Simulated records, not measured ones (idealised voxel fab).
Presented below is a process module, voxel transistor to metal.
Displayed cross-section: cut, width of 210 nm, square cells sized 5 nm.
When this document writes out a cross-section, it uses a grid of square cells and lists it as bands, beginning at the top and moving down, with a band standing for one or more rows of cells. Within each band entry, the heights of the top and of the bottom of the band appear first, in that order and in nm; the materials of the band then follow from left to right, each with its corresponding width in nm. The designation "edge to edge" on a single material indicates that it fills the band from edge to edge; the designation "empty" indicates empty space. Basically, 0 is our baseline, since under it the wafer straight out of the box is all one material. The bottom band has no lower end and keeps on going down, so it looks like "0 down". With a width like "30->40", each row of cells in the band differs from the next by the same amount, the top row carrying the first number and the bottom row the second. When a step is marked "same as before", none of the cells in the cross-section changed during that step. Basically, "Sealed void inventory" tells you about the enclosed voids: empty spaces with no open way to the top, 8 cells or bigger, each written width x height at distance, where distance is from the left edge, all in nm. On each step's line, the part that comes after the settings is the simulator's own comment on the step. "overlay nm" answers the question of how far to the right of plan the mask lay on a step that has a mask, and when it is negative the answer is to the left.
[Set out below are the planned steps of the process]
step 1: op RECEIVE | material Si
step 2: op OXIDIZE | depth nm 5
step 3: op CONFORMAL_DEP | material SiN | thk nm 10
step 4: op DIRECTIONAL_DEP | material aC | thk nm 10
step 5: op PATTERN | tone cover | mask id ACTIVE | material resist | width nm 85 | thk nm 30 | overlay nm 0
step 6: op DIRECTIONAL_ETCH | etch materials aC | depth nm 10
step 7: op STRIP | etch materials resist
step 8: op DIRECTIONAL_ETCH | etch materials SiN | depth nm 10
step 9: op DIRECTIONAL_ETCH | etch materials SiO2 | depth nm 5
step 10: op DIRECTIONAL_ETCH | etch materials Si | depth nm 25
step 11: op STRIP | etch materials aC
step 12: op OXIDIZE | depth nm 5
step 13: op FILL_DEP | material SiO2 | thk nm 15
step 14: op CMP | height nm 10
step 15: op SELECTIVE_ETCH | etch materials SiO2 | depth nm 5
step 16: op STRIP | etch materials SiN
step 17: op SELECTIVE_ETCH | etch materials SiO2 | depth nm 5
step 18: op OXIDIZE | depth nm 5
step 19: op DIRECTIONAL_DEP | material polySi | thk nm 25
step 20: op DIRECTIONAL_DEP | material SiCN | thk nm 10
step 21: op DIRECTIONAL_DEP | material aC | thk nm 15
step 22: op PATTERN | tone cover | mask id GATE | material resist | width nm 15 | thk nm 35 | overlay nm 0
step 23: op DIRECTIONAL_ETCH | etch materials aC | depth nm 15
step 24: op STRIP | etch materials resist
step 25: op DIRECTIONAL_ETCH | etch materials SiCN | depth nm 20
step 26: op DIRECTIONAL_ETCH | etch materials polySi | depth nm 35
step 27: op STRIP | etch materials aC
step 28: op CONFORMAL_DEP | material SiO2 | thk nm 5
step 29: op DIRECTIONAL_ETCH | etch materials SiO2 | depth nm 5
step 30: op CONFORMAL_DEP | material SiN | thk nm 5
step 31: op DIRECTIONAL_ETCH | etch materials SiN | depth nm 5
step 32: op DIRECTIONAL_ETCH | etch materials SiO2 | depth nm 5
step 33: op EPI | material pSi | thk nm 5
step 34: op FILL_DEP | material SiO2 | thk nm 10
step 35: op CMP | height nm 30
step 36: op DIRECTIONAL_DEP | material SiO2 | thk nm 15
step 37: op PATTERN | tone open | mask id CONTACT | material resist | width nm 25 | pitch nm 50 | thk nm 20 | overlay nm 0
step 38: op DIRECTIONAL_ETCH | etch materials SiO2 | depth nm 50
step 39: op STRIP | etch materials resist
step 40: op CONFORMAL_DEP | material TiN | thk nm 5
step 41: op FILL_DEP | material W | thk nm 5
step 42: op CMP | height nm 45
step 43: op CONFORMAL_DEP | material SiN | thk nm 5
step 44: op DIRECTIONAL_DEP | material lowk | thk nm 25
step 45: op DIRECTIONAL_DEP | material aC | thk nm 10
step 46: op PATTERN | tone open | mask id METAL_1 | material resist | width nm 15 | pitch nm 60 | thk nm 25 | overlay nm 0
step 47: op DIRECTIONAL_ETCH | etch materials aC | depth nm 10
step 48: op STRIP | etch materials resist
step 49: op DIRECTIONAL_ETCH | etch materials lowk | depth nm 25
step 50: op DIRECTIONAL_ETCH | etch materials SiN | depth nm 5
step 51: op STRIP | etch materials aC
step 52: op CONFORMAL_DEP | material TiN | thk nm 5
step 53: op FILL_DEP | material W | thk nm 10
step 54: op CMP | height nm 75
step 55: op CONFORMAL_DEP | material SiCN | thk nm 5
step 56: op DIRECTIONAL_DEP | material lowk | thk nm 35
step 57: op PATTERN | tone open | mask id METAL_2 | material resist | width nm 15 | pitch nm 60 | thk nm 20 | overlay nm 0
step 58: op DIRECTIONAL_ETCH | etch materials lowk | depth nm 20
step 59: op STRIP | etch materials resist
step 60: op PATTERN | tone open | mask id METAL_2_HOLES | material resist | width nm 15 | pitch nm 60 | thk nm 15 | overlay nm 0
step 61: op DIRECTIONAL_ETCH | etch materials lowk | depth nm 15
step 62: op DIRECTIONAL_ETCH | etch materials SiCN | depth nm 5
step 63: op STRIP | etch materials resist
step 64: op CONFORMAL_DEP | material TiN | thk nm 5
step 65: op FILL_DEP | material Cu | thk nm 5
step 66: op CMP | height nm 115
step 67: op CONFORMAL_DEP | material SiN | thk nm 5
[Wafer cross-section on receipt, i.e. after step 1]
- 0 down  Si edge to edge
- Sealed void inventory: none
[First wafer of two, sectioned at end of module; run went per plan]
- 120 to 115  SiN edge to edge
- 115 to 80  lowk=65  TiN=5  Cu=5  TiN=5  lowk=45  TiN=5  Cu=5  TiN=5  lowk=70
- 80 to 75  SiCN=65  TiN=15  SiCN=45  TiN=15  SiCN=70
- 75 to 50  lowk=65  TiN=5  W=5  TiN=5  lowk=45  TiN=5  W=5  TiN=5  lowk=70
- 50 to 45  SiN=65  TiN=15  SiN=45  TiN=15  SiN=70
- 45 to 35  SiO2=65  TiN=5  W=15  TiN=5  SiO2=25  TiN=5  W=15  TiN=5  SiO2=70
- 35 to 30  SiO2=65  TiN=5  W=10  TiN=10  SiO2=25  TiN=10  W=10  TiN=5  SiO2=70
- 30 to 20  SiO2=65  TiN=5  W=10  TiN=5  SiN=5  SiO2=5  SiCN=15  SiO2=5  SiN=5  TiN=5  W=10  TiN=5  SiO2=70
- 20 to 0  SiO2=65  TiN=5  W=10  TiN=5  SiN=5  SiO2=5  polySi=15  SiO2=5  SiN=5  TiN=5  W=10  TiN=5  SiO2=70
- 0 to -5  SiO2=60  SiN=5  TiN=20  SiN=5  SiO2=5  polySi=15  SiO2=5  SiN=5  TiN=20  SiN=5  SiO2=65
- -5 to -10  SiO2=65  pSi=20  SiO2=35  pSi=20  SiO2=70
- -10 to -35  SiO2=65  Si=75  SiO2=70
- -35 down  Si edge to edge
- Sealed void inventory: none
[Same start, same plan as the first wafer - but one mistake in the run. Cross-section of the second of the two at the end of the module]
- 120 to 115  SiN edge to edge
- 115 to 80  lowk=65  TiN=5  Cu=5  TiN=5  lowk=45  TiN=5  Cu=5  TiN=5  lowk=70
- 80 to 75  SiCN=65  TiN=15  SiCN=45  TiN=15  SiCN=70
- 75 to 50  W=60  TiN=5  lowk=15  TiN=5  W=35  TiN=5  lowk=15  TiN=5  W=65
- 50 to 45  TiN=65  SiN=15  TiN=45  SiN=15  TiN=70
- 45 to 35  SiO2=65  TiN=5  W=15  TiN=5  SiO2=25  TiN=5  W=15  TiN=5  SiO2=70
- 35 to 30  SiO2=65  TiN=5  W=10  TiN=10  SiO2=25  TiN=10  W=10  TiN=5  SiO2=70
- 30 to 20  SiO2=65  TiN=5  W=10  TiN=5  SiN=5  SiO2=5  SiCN=15  SiO2=5  SiN=5  TiN=5  W=10  TiN=5  SiO2=70
- 20 to 0  SiO2=65  TiN=5  W=10  TiN=5  SiN=5  SiO2=5  polySi=15  SiO2=5  SiN=5  TiN=5  W=10  TiN=5  SiO2=70
- 0 to -5  SiO2=60  SiN=5  TiN=20  SiN=5  SiO2=5  polySi=15  SiO2=5  SiN=5  TiN=20  SiN=5  SiO2=65
- -5 to -10  SiO2=65  pSi=20  SiO2=35  pSi=20  SiO2=70
- -10 to -35  SiO2=65  Si=75  SiO2=70
- -35 down  Si edge to edge
- Sealed void inventory: none
So what did we get wrong on this run? step 46, actual vs plan mismatch, actual run op PATTERN | tone cover | mask id METAL_1 | material resist | width nm 15 | pitch nm 60 | thk nm 25 | overlay nm 0
Materials where the second wafer ends with more or fewer cells than the first: SiN -30; TiN +30; W +150; lowk -150
